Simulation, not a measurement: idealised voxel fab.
The document below concerns the process module designated voxel ribs on slabs.
The cross-section shown here is cut; it is 265 nm wide and divided into square cells measuring 5 nm on a side.
In this document a cross-section is written as a grid of square cells. It is given as a series of bands, listed from the top down, and a band is one or more rows of cells.
Look at the band entry: it leads with the top's height and the bottom's height in nm. Then it lists the materials left to right, with a width in nm for each. The word "edge to edge" on a single material says that material fills the band edge to edge. The word "air" is empty space.
Note: height 0 marks the level under which the wafer is uniformly one material as received. Lowest band unbounded below, written "z 0 and below".
A width such as "30..40" changes by the same amount from each row of cells to the next, from the band's top row to its bottom row.
For the purposes of this document, the phrase "no modification" attached to a step denotes that no cell within the cross-section was modified by that step.
Reported under the label "Entrapped void list" are the empty spaces having no open way to the top and comprising 8 cells or more; the notation for each is width x height at distance, in which the distance is measured from the left edge and all three values are in nm.
Heads up: the bit after the settings on a step's line is the simulator's remark on that step.
If you see "overlay nm" on a step's line and that step has a mask, it's telling you how far right of where it was planned the mask ended up; a negative number means it went left instead.
Everything after this point is organized in pairs: a cross-section before one process step, a cross-section after it that shows only as deep as the lowest changed band, and, under the pair, the intervening step with its settings. Because different runs of this module on the same starting wafer can supply different pairs, a pair continues from the pair above it only if its entry headed "Pre-step condition" says so.
**Pre-step condition**
  z 35 to 20  polySi edge to edge
  z 20 to 0  SiO2 edge to edge
  z 0 and below  Si edge to edge
  Entrapped void list: none
**Cross-Section Thereafter**
  z 50 to 35  115 of resist, 30 of air, 120 of resist
  Under the height 35 nothing was changed.
  Entrapped void list: none
Here is the step that sits between the two cross-sections above: PATTERN (tone open; mask id RIB; material resist; width nm 30; thk nm 15; overlay nm 0)
Pre-step condition: per the after cross-section of the pair just above.
**Cross-Section Thereafter**
  z 50 to 35  115 of resist, 30 of air, 120 of resist
  z 35 to 30  115 of polySi, 30 of air, 120 of polySi
  Under the height 30 nothing was changed.
  Entrapped void list: none
Here is the step that sits between the two cross-sections above: DIRECTIONAL_ETCH (etch materials polySi; depth nm 5)
Pre-step condition: per the after cross-section of the pair just above.
**Cross-Section Thereafter**
  z 35 to 30  115 of polySi, 30 of air, 120 of polySi
  Under the height 30 nothing was changed.
  Entrapped void list: none
Here is the step that sits between the two cross-sections above: STRIP (etch materials resist)
Pre-step condition: per the after cross-section of the pair just above.
**Cross-Section Thereafter**
  z 55 to 35  90 of air, 80 of resist, 95 of air
  z 35 to 30  115 of polySi, 30 of resist, 120 of polySi
  Under the height 30 nothing was changed.
  Entrapped void list: none
Here is the step that sits between the two cross-sections above: PATTERN (tone cover; mask id SLAB; material resist; width nm 80; thk nm 20; overlay nm 0)
Pre-step condition: per the after cross-section of the pair just above.
**Cross-Section Thereafter**
  z 55 to 35  90 of air, 80 of resist, 95 of air
  z 35 to 30  90 of air, 25 of polySi, 30 of resist, 25 of polySi, 95 of air
  z 30 to 25  90 of air, 80 of polySi, 95 of air
  Under the height 25 nothing was changed.
  Entrapped void list: none
Here is the step that sits between the two cross-sections above: DIRECTIONAL_ETCH (etch materials polySi; depth nm 10)
Pre-step condition: per the after cross-section of the pair just above.
**Cross-Section Thereafter**
  z 35 to 30  90 of air, 25 of polySi, 30 of air, 25 of polySi, 95 of air
  Under the height 30 nothing was changed.
  Entrapped void list: none
Here is the step that sits between the two cross-sections above: STRIP (etch materials resist)
Pre-step condition: per the after cross-section of the pair just above.
**Cross-Section Thereafter**
  z 55 to 35  SiO2 edge to edge
  z 35 to 30  90 of SiO2, 25 of polySi, 30 of SiO2, 25 of polySi, 95 of SiO2
  z 30 to 25  90 of SiO2, 80 of polySi, 95 of SiO2
  Under the height 25 nothing was changed.
  Entrapped void list: none
Here is the step that sits between the two cross-sections above: FILL_DEP (material SiO2; thk nm 20)
Pre-step condition: per the after cross-section of the pair just above.
**Cross-Section Thereafter**
  z 50 to 35  SiO2 edge to edge
  Under the height 35 nothing was changed.
  Entrapped void list: none
Here is the step that sits between the two cross-sections above: CMP (height nm 50)
Pre-step condition: per the after cross-section of the pair just above.
**Cross-Section Thereafter**
  z 55 to 50  TiN edge to edge
  Under the height 50 nothing was changed.
  Entrapped void list: none
Here is the step that sits between the two cross-sections above: DIRECTIONAL_DEP (material TiN; thk nm 5)
Pre-step condition: per the after cross-section of the pair just above.
**Cross-Section Thereafter**
  z 65 to 55  aC edge to edge
  Under the height 55 nothing was changed.
  Entrapped void list: none
Here is the step that sits between the two cross-sections above: DIRECTIONAL_DEP (material aC; thk nm 10)
Pre-step condition: per the after cross-section of the pair just above.
**Cross-Section Thereafter**
  z 90 to 65  110 of air, 40 of resist, 115 of air
  Under the height 65 nothing was changed.
  Entrapped void list: none
Here is the step that sits between the two cross-sections above: PATTERN (tone cover; mask id HEATER; material resist; width nm 40; thk nm 25; overlay nm 0)
Pre-step condition: per the after cross-section of the pair just above.
**Cross-Section Thereafter**
  z 80 to 65  110 of air, 40 of resist, 115 of air
  z 65 to 55  110 of air, 40 of aC, 115 of air
  Under the height 55 nothing was changed.
  Entrapped void list: none
Here is the step that sits between the two cross-sections above: DIRECTIONAL_ETCH (etch materials aC; depth nm 10)
Pre-step condition: per the after cross-section of the pair just above.
**Cross-Section Thereafter**
  z 65 to 55  110 of air, 40 of aC, 115 of air
  Under the height 55 nothing was changed.
  Entrapped void list: none
Here is the step that sits between the two cross-sections above: STRIP (etch materials resist)
Pre-step condition: per the after cross-section of the pair just above.
**Cross-Section Thereafter**
  z 65 to 55  110 of air, 40 of aC, 115 of air
  z 55 to 50  110 of air, 40 of TiN, 115 of air
  Under the height 50 nothing was changed.
  Entrapped void list: none
Here is the step that sits between the two cross-sections above: DIRECTIONAL_ETCH (etch materials TiN; depth nm 5)
Pre-step condition: per the after cross-section of the pair just above.
**Cross-Section Thereafter**
  z 55 to 50  110 of air, 40 of TiN, 115 of air
  Under the height 50 nothing was changed.
  Entrapped void list: none
Here is the step that sits between the two cross-sections above: STRIP (etch materials aC)
Pre-step condition: per the after cross-section of the pair just above.
**Cross-Section Thereafter**
  z 60 to 55  105 of air, 50 of SiN, 110 of air
  z 55 to 50  110 of SiN, 40 of TiN, 115 of SiN
  Under the height 50 nothing was changed.
  Entrapped void list: none
Here is the step that sits between the two cross-sections above: CONFORMAL_DEP (material SiN; thk nm 5)
